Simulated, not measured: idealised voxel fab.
process module | voxel ribs on slabs
cross-section cut | 235 nm wide | cells 5 nm
A cross-section is a grid of square cells, given in bands from the top down. A band is one or more rows of cells.
Each band's line starts with the height of the band's top and of its bottom, in nm. Then come its materials from left to right, each with its width in nm. One material with "throughout" fills the band from edge to edge. "air" is empty space.
Height 0 is the level under which the wafer as received is all one material. The lowest band goes on downwards, as in "0 down".
A width such as "30 to 40" changes by the same amount from each row of cells to the next, from the band's top row to its bottom row.
"no change" after a step means that no cell of the cross-section changed.
closed voids: empty space of 8 cells or more with no open way to the top, each as width x height at its distance from the left edge, in nm
after a step's settings: what the simulator itself notes on the step
overlay nm, on a step with a mask: how far to the right of its planned place the mask lay; to the left if negative
plan
1 op RECEIVE | material Si
2 op DIRECTIONAL_DEP | material SiO2 | thk nm 25
3 op DIRECTIONAL_DEP | material polySi | thk nm 20
4 op MASKED_ETCH | tone cover | mask id RIB | width nm 20 | etch materials polySi | depth nm 5 | overlay nm 0
5 op MASKED_ETCH | tone cover | mask id SLAB | width nm 70 | etch materials polySi | depth nm 15 | overlay nm 0
6 op FILL_DEP | material SiO2 | thk nm 25
7 op CMP | height nm 65
8 op DIRECTIONAL_DEP | material TiN | thk nm 5
9 op PATTERN | tone cover | mask id HEATER | material resist | width nm 30 | thk nm 20 | overlay nm 0
10 op DIRECTIONAL_ETCH | etch materials TiN | depth nm 5
11 op STRIP | etch materials resist
12 op CONFORMAL_DEP | material SiO2 | thk nm 5
as received, after step 1
  0 down: Si throughout
  closed voids: none
a wafer at the end: this start, this plan, one mistake
  75 to 70: air 105 | SiO2 40 | air 90
  70 to 65: SiO2 110 | TiN 30 | SiO2 95
  65 to 45: SiO2 throughout
  45 to 40: SiO2 105 | polySi 20 | SiO2 110
  40 to 25: SiO2 80 | polySi 70 | SiO2 85
  25 to 0: SiO2 throughout
  0 down: Si throughout
  closed voids: none
what went wrong: step 9 ran as: op PATTERN | tone cover | mask id HEATER | material resist | width nm 30 | thk nm 20 | overlay nm 10
